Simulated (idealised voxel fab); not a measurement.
Process module in this document: voxel self aligned contacts
Cross-section cut spans 300 nm and uses square cells 5 nm in size.
Square cells in a grid make up a cross-section in this document, and the grid is given as bands, listed from the top down, each one or more rows of cells.
Band entry format. Leading values: height of top, height of bottom, nm. Remainder: materials in left-to-right order, each with its width in nm. Special words: "edge to edge" on a single material, which then fills the band edge to edge; "empty", empty space.
Height datum 0, below which the as-received substrate wafer is one material. Lowest band open at the bottom, running downward: "0 and below".
A width given as "30 to 40" starts at the first number in the band's top row and ends at the second number in its bottom row, shifting by an equal amount at every step from row to row.
Key: "no change occurred" - step with no changed cell in the cross-section.
Look at "Voids, fully enclosed" for the closed voids: empty spaces with no open path to the top, sized 8 cells or up. Each is width x height at distance, distance from the left edge, all nm.
Read whatever lies past the settings on a step's line as the simulator's own remark about the step.
overlay nm: for a step with a mask, the amount by which the mask lay right of where it was planned; a negative amount means left of it.
[Listed below are the process steps as planned]
1. RECEIVE [material Si]
2. OXIDIZE [depth nm 5]
3. DIRECTIONAL_DEP [material polySi] [thk nm 30]
4. DIRECTIONAL_DEP [material SiN] [thk nm 20]
5. DIRECTIONAL_DEP [material aC] [thk nm 10]
6. PATTERN [tone cover] [mask id GATE] [material resist] [width nm 25] [pitch nm 50] [thk nm 25] [overlay nm 0]
7. DIRECTIONAL_ETCH [etch materials aC] [depth nm 10]
8. STRIP [etch materials resist]
9. DIRECTIONAL_ETCH [etch materials SiN] [depth nm 20]
10. DIRECTIONAL_ETCH [etch materials polySi] [depth nm 30]
11. STRIP [etch materials aC]
12. CONFORMAL_DEP [material SiN] [thk nm 5]
13. DIRECTIONAL_ETCH [etch materials SiN] [depth nm 5]
14. FILL_DEP [material SiO2] [thk nm 10]
15. CMP [height nm 55]
16. PATTERN [tone open] [mask id CONTACT] [material resist] [width nm 35] [pitch nm 50] [thk nm 15] [overlay nm 0]
17. DIRECTIONAL_ETCH [etch materials SiO2] [depth nm 60]
18. STRIP [etch materials resist]
19. CONFORMAL_DEP [material TiN] [thk nm 5]
20. FILL_DEP [material W] [thk nm 5]
21. CMP [height nm 55]
22. CONFORMAL_DEP [material SiCN] [thk nm 5]
[Account of the first of two wafers, which was processed as intended]
[So this is the incoming wafer in cross-section - it's already been through step 1]
- 0 and below | Si edge to edge
- Voids, fully enclosed: none
[The following cross-section depicts the wafer upon completion of step 2]
- 0 down to -5 | SiO2 edge to edge
- Under the height -5 nothing was changed.
[The following cross-section depicts the wafer upon completion of step 3]
- 30 down to 0 | polySi edge to edge
- Under the height 0 nothing was changed.
[The following cross-section depicts the wafer upon completion of step 4]
- 50 down to 30 | SiN edge to edge
- Under the height 30 nothing was changed.
[The following cross-section depicts the wafer upon completion of step 5]
- 60 down to 50 | aC edge to edge
- Under the height 50 nothing was changed.
[The following cross-section depicts the wafer upon completion of step 6]
- 85 down to 60 | 85 nm empty; 25 nm resist; 25 nm empty; 25 nm resist; 25 nm empty; 25 nm resist; 90 nm empty
- Under the height 60 nothing was changed.
[The following cross-section depicts the wafer upon completion of step 7]
- 75 down to 60 | 85 nm empty; 25 nm resist; 25 nm empty; 25 nm resist; 25 nm empty; 25 nm resist; 90 nm empty
- 60 down to 50 | 85 nm empty; 25 nm aC; 25 nm empty; 25 nm aC; 25 nm empty; 25 nm aC; 90 nm empty
- Under the height 50 nothing was changed.
[The following cross-section depicts the wafer upon completion of step 8]
- 60 down to 50 | 85 nm empty; 25 nm aC; 25 nm empty; 25 nm aC; 25 nm empty; 25 nm aC; 90 nm empty
- Under the height 50 nothing was changed.
[The following cross-section depicts the wafer upon completion of step 9]
- 60 down to 50 | 85 nm empty; 25 nm aC; 25 nm empty; 25 nm aC; 25 nm empty; 25 nm aC; 90 nm empty
- 50 down to 30 | 85 nm empty; 25 nm SiN; 25 nm empty; 25 nm SiN; 25 nm empty; 25 nm SiN; 90 nm empty
- Under the height 30 nothing was changed.
[The following cross-section depicts the wafer upon completion of step 10]
- 60 down to 50 | 85 nm empty; 25 nm aC; 25 nm empty; 25 nm aC; 25 nm empty; 25 nm aC; 90 nm empty
- 50 down to 30 | 85 nm empty; 25 nm SiN; 25 nm empty; 25 nm SiN; 25 nm empty; 25 nm SiN; 90 nm empty
- 30 down to 0 | 85 nm empty; 25 nm polySi; 25 nm empty; 25 nm polySi; 25 nm empty; 25 nm polySi; 90 nm empty
- Under the height 0 nothing was changed.
[The following cross-section depicts the wafer upon completion of step 11]
- 50 down to 30 | 85 nm empty; 25 nm SiN; 25 nm empty; 25 nm SiN; 25 nm empty; 25 nm SiN; 90 nm empty
- Under the height 30 nothing was changed.
[The following cross-section depicts the wafer upon completion of step 12]
- 55 down to 30 | 80 nm empty; 35 nm SiN; 15 nm empty; 35 nm SiN; 15 nm empty; 35 nm SiN; 85 nm empty
- 30 down to 5 | 80 nm empty; 5 nm SiN; 25 nm polySi; 5 nm SiN; 15 nm empty; 5 nm SiN; 25 nm polySi; 5 nm SiN; 15 nm empty; 5 nm SiN; 25 nm polySi; 5 nm SiN; 85 nm empty
- 5 down to 0 | 85 nm SiN; 25 nm polySi; 25 nm SiN; 25 nm polySi; 25 nm SiN; 25 nm polySi; 90 nm SiN
- Under the height 0 nothing was changed.
[The following cross-section depicts the wafer upon completion of step 13]
- 50 down to 30 | 80 nm empty; 35 nm SiN; 15 nm empty; 35 nm SiN; 15 nm empty; 35 nm SiN; 85 nm empty
- 30 down to 0 | 80 nm empty; 5 nm SiN; 25 nm polySi; 5 nm SiN; 15 nm empty; 5 nm SiN; 25 nm polySi; 5 nm SiN; 15 nm empty; 5 nm SiN; 25 nm polySi; 5 nm SiN; 85 nm empty
- Under the height 0 nothing was changed.
[The following cross-section depicts the wafer upon completion of step 14]
- 60 down to 50 | SiO2 edge to edge
- 50 down to 30 | 80 nm SiO2; 35 nm SiN; 15 nm SiO2; 35 nm SiN; 15 nm SiO2; 35 nm SiN; 85 nm SiO2
- 30 down to 0 | 80 nm SiO2; 5 nm SiN; 25 nm polySi; 5 nm SiN; 15 nm SiO2; 5 nm SiN; 25 nm polySi; 5 nm SiN; 15 nm SiO2; 5 nm SiN; 25 nm polySi; 5 nm SiN; 85 nm SiO2
- Under the height 0 nothing was changed.
[The following cross-section depicts the wafer upon completion of step 15]
- 55 down to 50 | SiO2 edge to edge
- Under the height 50 nothing was changed.
[The following cross-section depicts the wafer upon completion of step 16]
- 70 down to 55 | 105 nm resist; 35 nm empty; 15 nm resist; 35 nm empty; 110 nm resist
- Under the height 55 nothing was changed.
[The following cross-section depicts the wafer upon completion of step 17]
- 70 down to 55 | 105 nm resist; 35 nm empty; 15 nm resist; 35 nm empty; 110 nm resist
- 55 down to 50 | 105 nm SiO2; 35 nm empty; 15 nm SiO2; 35 nm empty; 110 nm SiO2
- 50 down to 30 | 80 nm SiO2; 35 nm SiN; 15 nm empty; 35 nm SiN; 15 nm empty; 35 nm SiN; 85 nm SiO2
- 30 down to 0 | 80 nm SiO2; 5 nm SiN; 25 nm polySi; 5 nm SiN; 15 nm empty; 5 nm SiN; 25 nm polySi; 5 nm SiN; 15 nm empty; 5 nm SiN; 25 nm polySi; 5 nm SiN; 85 nm SiO2
- 0 down to -5 | 115 nm SiO2; 15 nm empty; 35 nm SiO2; 15 nm empty; 120 nm SiO2
- Under the height -5 nothing was changed.
[The following cross-section depicts the wafer upon completion of step 18]
- 55 down to 50 | 105 nm SiO2; 35 nm empty; 15 nm SiO2; 35 nm empty; 110 nm SiO2
- Under the height 50 nothing was changed.
[The following cross-section depicts the wafer upon completion of step 19]
- 60 down to 55 | 110 nm TiN; 25 nm empty; 25 nm TiN; 25 nm empty; 115 nm TiN
- 55 down to 50 | 105 nm SiO2; 15 nm TiN; 5 nm empty; 15 nm TiN; 15 nm SiO2; 15 nm TiN; 5 nm empty; 15 nm TiN; 110 nm SiO2
- 50 down to 30 | 80 nm SiO2; 35 nm SiN; 5 nm TiN; 5 nm empty; 5 nm TiN; 35 nm SiN; 5 nm TiN; 5 nm empty; 5 nm TiN; 35 nm SiN; 85 nm SiO2
- 30 down to 0 | 80 nm SiO2; 5 nm SiN; 25 nm polySi; 5 nm SiN; 5 nm TiN; 5 nm empty; 5 nm TiN; 5 nm SiN; 25 nm polySi; 5 nm SiN; 5 nm TiN; 5 nm empty; 5 nm TiN; 5 nm SiN; 25 nm polySi; 5 nm SiN; 85 nm SiO2
- 0 down to -5 | 115 nm SiO2; 15 nm TiN; 35 nm SiO2; 15 nm TiN; 120 nm SiO2
- Under the height -5 nothing was changed.
[The following cross-section depicts the wafer upon completion of step 20]
- 65 down to 60 | W edge to edge
- 60 down to 55 | 110 nm TiN; 25 nm W; 25 nm TiN; 25 nm W; 115 nm TiN
- 55 down to 50 | 105 nm SiO2; 15 nm TiN; 5 nm W; 15 nm TiN; 15 nm SiO2; 15 nm TiN; 5 nm W; 15 nm TiN; 110 nm SiO2
- 50 down to 30 | 80 nm SiO2; 35 nm SiN; 5 nm TiN; 5 nm W; 5 nm TiN; 35 nm SiN; 5 nm TiN; 5 nm W; 5 nm TiN; 35 nm SiN; 85 nm SiO2
- 30 down to 0 | 80 nm SiO2; 5 nm SiN; 25 nm polySi; 5 nm SiN; 5 nm TiN; 5 nm W; 5 nm TiN; 5 nm SiN; 25 nm polySi; 5 nm SiN; 5 nm TiN; 5 nm W; 5 nm TiN; 5 nm SiN; 25 nm polySi; 5 nm SiN; 85 nm SiO2
- Under the height 0 nothing was changed.
[The following cross-section depicts the wafer upon completion of step 21]
- 55 down to 50 | 105 nm SiO2; 15 nm TiN; 5 nm W; 15 nm TiN; 15 nm SiO2; 15 nm TiN; 5 nm W; 15 nm TiN; 110 nm SiO2
- Under the height 50 nothing was changed.
[The following cross-section depicts the wafer upon completion of step 22]
- 60 down to 55 | SiCN edge to edge
- Under the height 55 nothing was changed.
[The second wafer: identical to the first at the outset and in its planned sequence, differing only in that one mistake was made during processing; up to and including step 1, its path is the first wafer's path]
X-section, second wafer, when step 2 was due to finish: no change occurred
[X-section, second wafer, when step 3 was due to finish]
- 30 down to 0 | polySi edge to edge
- Under the height 0 nothing was changed.
[X-section, second wafer, when step 4 was due to finish]
- 50 down to 30 | SiN edge to edge
- Under the height 30 nothing was changed.
[X-section, second wafer, when step 5 was due to finish]
- 60 down to 50 | aC edge to edge
- Under the height 50 nothing was changed.
[X-section, second wafer, when step 6 was due to finish]
- 85 down to 60 | 85 nm empty; 25 nm resist; 25 nm empty; 25 nm resist; 25 nm empty; 25 nm resist; 90 nm empty
- Under the height 60 nothing was changed.
[X-section, second wafer, when step 7 was due to finish]
- 75 down to 60 | 85 nm empty; 25 nm resist; 25 nm empty; 25 nm resist; 25 nm empty; 25 nm resist; 90 nm empty
- 60 down to 50 | 85 nm empty; 25 nm aC; 25 nm empty; 25 nm aC; 25 nm empty; 25 nm aC; 90 nm empty
- Under the height 50 nothing was changed.
[X-section, second wafer, when step 8 was due to finish]
- 60 down to 50 | 85 nm empty; 25 nm aC; 25 nm empty; 25 nm aC; 25 nm empty; 25 nm aC; 90 nm empty
- Under the height 50 nothing was changed.
[X-section, second wafer, when step 9 was due to finish]
- 60 down to 50 | 85 nm empty; 25 nm aC; 25 nm empty; 25 nm aC; 25 nm empty; 25 nm aC; 90 nm empty
- 50 down to 30 | 85 nm empty; 25 nm SiN; 25 nm empty; 25 nm SiN; 25 nm empty; 25 nm SiN; 90 nm empty
- Under the height 30 nothing was changed.
[X-section, second wafer, when step 10 was due to finish]
- 60 down to 50 | 85 nm empty; 25 nm aC; 25 nm empty; 25 nm aC; 25 nm empty; 25 nm aC; 90 nm empty
- 50 down to 30 | 85 nm empty; 25 nm SiN; 25 nm empty; 25 nm SiN; 25 nm empty; 25 nm SiN; 90 nm empty
- 30 down to 0 | 85 nm empty; 25 nm polySi; 25 nm empty; 25 nm polySi; 25 nm empty; 25 nm polySi; 90 nm empty
- Under the height 0 nothing was changed.
[X-section, second wafer, when step 11 was due to finish]
- 50 down to 30 | 85 nm empty; 25 nm SiN; 25 nm empty; 25 nm SiN; 25 nm empty; 25 nm SiN; 90 nm empty
- Under the height 30 nothing was changed.
[X-section, second wafer, when step 12 was due to finish]
- 55 down to 30 | 80 nm empty; 35 nm SiN; 15 nm empty; 35 nm SiN; 15 nm empty; 35 nm SiN; 85 nm empty
- 30 down to 5 | 80 nm empty; 5 nm SiN; 25 nm polySi; 5 nm SiN; 15 nm empty; 5 nm SiN; 25 nm polySi; 5 nm SiN; 15 nm empty; 5 nm SiN; 25 nm polySi; 5 nm SiN; 85 nm empty
- 5 down to 0 | 85 nm SiN; 25 nm polySi; 25 nm SiN; 25 nm polySi; 25 nm SiN; 25 nm polySi; 90 nm SiN
- Under the height 0 nothing was changed.
[X-section, second wafer, when step 13 was due to finish]
- 50 down to 30 | 80 nm empty; 35 nm SiN; 15 nm empty; 35 nm SiN; 15 nm empty; 35 nm SiN; 85 nm empty
- 30 down to 0 | 80 nm empty; 5 nm SiN; 25 nm polySi; 5 nm SiN; 15 nm empty; 5 nm SiN; 25 nm polySi; 5 nm SiN; 15 nm empty; 5 nm SiN; 25 nm polySi; 5 nm SiN; 85 nm empty
- Under the height 0 nothing was changed.
[X-section, second wafer, when step 14 was due to finish]
- 60 down to 50 | SiO2 edge to edge
- 50 down to 30 | 80 nm SiO2; 35 nm SiN; 15 nm SiO2; 35 nm SiN; 15 nm SiO2; 35 nm SiN; 85 nm SiO2
- 30 down to 0 | 80 nm SiO2; 5 nm SiN; 25 nm polySi; 5 nm SiN; 15 nm SiO2; 5 nm SiN; 25 nm polySi; 5 nm SiN; 15 nm SiO2; 5 nm SiN; 25 nm polySi; 5 nm SiN; 85 nm SiO2
- Under the height 0 nothing was changed.
[X-section, second wafer, when step 15 was due to finish]
- 55 down to 50 | SiO2 edge to edge
- Under the height 50 nothing was changed.
[X-section, second wafer, when step 16 was due to finish]
- 70 down to 55 | 105 nm resist; 35 nm empty; 15 nm resist; 35 nm empty; 110 nm resist
- Under the height 55 nothing was changed.
[X-section, second wafer, when step 17 was due to finish]
- 70 down to 55 | 105 nm resist; 35 nm empty; 15 nm resist; 35 nm empty; 110 nm resist
- 55 down to 50 | 105 nm SiO2; 35 nm empty; 15 nm SiO2; 35 nm empty; 110 nm SiO2
- 50 down to 30 | 80 nm SiO2; 35 nm SiN; 15 nm empty; 35 nm SiN; 15 nm empty; 35 nm SiN; 85 nm SiO2
- 30 down to 0 | 80 nm SiO2; 5 nm SiN; 25 nm polySi; 5 nm SiN; 15 nm empty; 5 nm SiN; 25 nm polySi; 5 nm SiN; 15 nm empty; 5 nm SiN; 25 nm polySi; 5 nm SiN; 85 nm SiO2
- Under the height 0 nothing was changed.
[X-section, second wafer, when step 18 was due to finish]
- 55 down to 50 | 105 nm SiO2; 35 nm empty; 15 nm SiO2; 35 nm empty; 110 nm SiO2
- Under the height 50 nothing was changed.
[X-section, second wafer, when step 19 was due to finish]
- 60 down to 55 | 110 nm TiN; 25 nm empty; 25 nm TiN; 25 nm empty; 115 nm TiN
- 55 down to 50 | 105 nm SiO2; 15 nm TiN; 5 nm empty; 15 nm TiN; 15 nm SiO2; 15 nm TiN; 5 nm empty; 15 nm TiN; 110 nm SiO2
- 50 down to 30 | 80 nm SiO2; 35 nm SiN; 5 nm TiN; 5 nm empty; 5 nm TiN; 35 nm SiN; 5 nm TiN; 5 nm empty; 5 nm TiN; 35 nm SiN; 85 nm SiO2
- 30 down to 5 | 80 nm SiO2; 5 nm SiN; 25 nm polySi; 5 nm SiN; 5 nm TiN; 5 nm empty; 5 nm TiN; 5 nm SiN; 25 nm polySi; 5 nm SiN; 5 nm TiN; 5 nm empty; 5 nm TiN; 5 nm SiN; 25 nm polySi; 5 nm SiN; 85 nm SiO2
- 5 down to 0 | 80 nm SiO2; 5 nm SiN; 25 nm polySi; 5 nm SiN; 15 nm TiN; 5 nm SiN; 25 nm polySi; 5 nm SiN; 15 nm TiN; 5 nm SiN; 25 nm polySi; 5 nm SiN; 85 nm SiO2
- Under the height 0 nothing was changed.
[X-section, second wafer, when step 20 was due to finish]
- 65 down to 60 | W edge to edge
- 60 down to 55 | 110 nm TiN; 25 nm W; 25 nm TiN; 25 nm W; 115 nm TiN
- 55 down to 50 | 105 nm SiO2; 15 nm TiN; 5 nm W; 15 nm TiN; 15 nm SiO2; 15 nm TiN; 5 nm W; 15 nm TiN; 110 nm SiO2
- 50 down to 30 | 80 nm SiO2; 35 nm SiN; 5 nm TiN; 5 nm W; 5 nm TiN; 35 nm SiN; 5 nm TiN; 5 nm W; 5 nm TiN; 35 nm SiN; 85 nm SiO2
- 30 down to 5 | 80 nm SiO2; 5 nm SiN; 25 nm polySi; 5 nm SiN; 5 nm TiN; 5 nm W; 5 nm TiN; 5 nm SiN; 25 nm polySi; 5 nm SiN; 5 nm TiN; 5 nm W; 5 nm TiN; 5 nm SiN; 25 nm polySi; 5 nm SiN; 85 nm SiO2
- Under the height 5 nothing was changed.
[X-section, second wafer, when step 21 was due to finish]
- 55 down to 50 | 105 nm SiO2; 15 nm TiN; 5 nm W; 15 nm TiN; 15 nm SiO2; 15 nm TiN; 5 nm W; 15 nm TiN; 110 nm SiO2
- Under the height 50 nothing was changed.
[X-section, second wafer, when step 22 was due to finish]
- 60 down to 55 | SiCN edge to edge
- Under the height 55 nothing was changed.
Misprocessing identified: step 2 of the plan never got run, it was skipped over
Wrapping up, a cell-based count of both wafers puts the second over or under the first for these materials: +60 Si, -54 SiO2, -4 TiN, -2 W
